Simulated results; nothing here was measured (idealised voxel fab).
Herein follows the process module entitled voxel capacitor over wiring.
Cross-section cut spans 140 nm and uses square cells 5 nm in size.
Bands, listed from the top down, are how a cross-section gets written in this document; the cross-section itself is a grid of square cells, and a band is one or more rows of them. A band entry consists of two parts. The first gives the height of the band's top and the height of its bottom, in nm. The rest lists the band's materials from left to right, each with its width in nm. A single material labelled with the word "edge to edge" fills the band from edge to edge, and the word "blank" marks empty space. Beneath 0, the wafer as received is one material, and that level is where height counting begins. The lowest band goes on downward without a bottom; it is written like "top 0, no bottom". The expression "30..40" gives the width at the extremes of the band, the first number at its top row of cells and the second at its bottom row, with the width changing by equal amounts from each row to the next in between. The designation "remained unchanged", where it is given for a processing step, indicates that no cell of the cross-section was altered in the course of that step. Look at "Closed void catalog" for the closed voids: empty spaces with no open path to the top, sized 8 cells or up. Each is width x height at distance, distance from the left edge, all nm. Anything after a step's settings on that line? It's the simulator's own note about the step. A step's line can hold "overlay nm"; with a mask on that step, the setting says how far right of the planned place the mask lay, while a negative setting says it lay to the left.
### The process steps that were planned are listed below
1: RECEIVE: material Si
2: CONFORMAL_DEP: material SiO2, thk nm 15
3: DIRECTIONAL_DEP: material TiN, thk nm 5
4: DIRECTIONAL_DEP: material W, thk nm 20
5: MASKED_ETCH: tone cover, mask id METAL_1, width nm 20, pitch nm 80, etch materials W, depth nm 20, overlay nm 0
6: MASKED_ETCH: tone cover, mask id METAL_1, width nm 20, pitch nm 80, etch materials TiN, depth nm 5, overlay nm 0
7: FILL_DEP: material lowk, thk nm 10
8: CMP: height nm 40
9: CONFORMAL_DEP: material SiCN, thk nm 5
10: DIRECTIONAL_DEP: material lowk, thk nm 10
11: PATTERN: tone open, mask id PLUG_1, material resist, width nm 15, thk nm 20, overlay nm 0
12: DIRECTIONAL_ETCH: etch materials lowk, depth nm 10
13: DIRECTIONAL_ETCH: etch materials SiCN, depth nm 5
14: STRIP: etch materials resist
15: CONFORMAL_DEP: material TiN, thk nm 5
16: FILL_DEP: material Cu, thk nm 10
17: CMP: height nm 55
18: DIRECTIONAL_DEP: material TiN, thk nm 10
19: DIRECTIONAL_DEP: material Al2O3, thk nm 5
20: DIRECTIONAL_DEP: material TiN, thk nm 10
21: PATTERN: tone cover, mask id UPPER_PLATE, material resist, width nm 65, thk nm 20, overlay nm 0
22: DIRECTIONAL_ETCH: etch materials TiN, depth nm 10
23: DIRECTIONAL_ETCH: etch materials Al2O3, depth nm 5
24: STRIP: etch materials resist
25: PATTERN: tone cover, mask id LOWER_PLATE, material resist, width nm 75, thk nm 20, overlay nm 0
26: DIRECTIONAL_ETCH: etch materials TiN, depth nm 10
27: STRIP: etch materials resist
28: FILL_DEP: material SiO2, thk nm 20
29: CMP: height nm 95
30: MASKED_ETCH: tone open, mask id PLUG_2, width nm 15, etch materials SiO2, depth nm 15, overlay nm 0
31: CONFORMAL_DEP: material TiN, thk nm 5
32: FILL_DEP: material Ru, thk nm 10
33: CMP: height nm 95
34: CONFORMAL_DEP: material SiCN, thk nm 5
### Cross-section of the wafer at receipt, which is the condition after step 1
top 0, no bottom = Si edge to edge
Closed void catalog: none
### Result of the module, cross-sectioned: start per above, plan per above, one error in how it was run
top 100, bottom 95 = TiN edge to edge
top 95, bottom 85 = 35 of SiO2, then 5 of TiN, then 5 of Ru, then 5 of TiN, then 90 of SiO2
top 85, bottom 80 = 35 of SiO2, then 15 of TiN, then 90 of SiO2
top 80, bottom 70 = 25 of SiO2, then 65 of TiN, then 50 of SiO2
top 70, bottom 65 = 25 of SiO2, then 65 of Al2O3, then 50 of SiO2
top 65, bottom 55 = 20 of SiO2, then 75 of TiN, then 45 of SiO2
top 55, bottom 45 = 25 of lowk, then 5 of TiN, then 5 of Cu, then 5 of TiN, then 100 of lowk
top 45, bottom 40 = 25 of SiCN, then 15 of TiN, then 100 of SiCN
top 40, bottom 20 = 20 of lowk, then 20 of W, then 60 of lowk, then 20 of W, then 20 of lowk
top 20, bottom 15 = 20 of lowk, then 20 of TiN, then 60 of lowk, then 20 of TiN, then 20 of lowk
top 15, bottom 0 = SiO2 edge to edge
top 0, no bottom = Si edge to edge
Closed void catalog: none
Here's what went sideways: contrary to plan, step 34 was performed as CONFORMAL_DEP: material TiN, thk nm 5
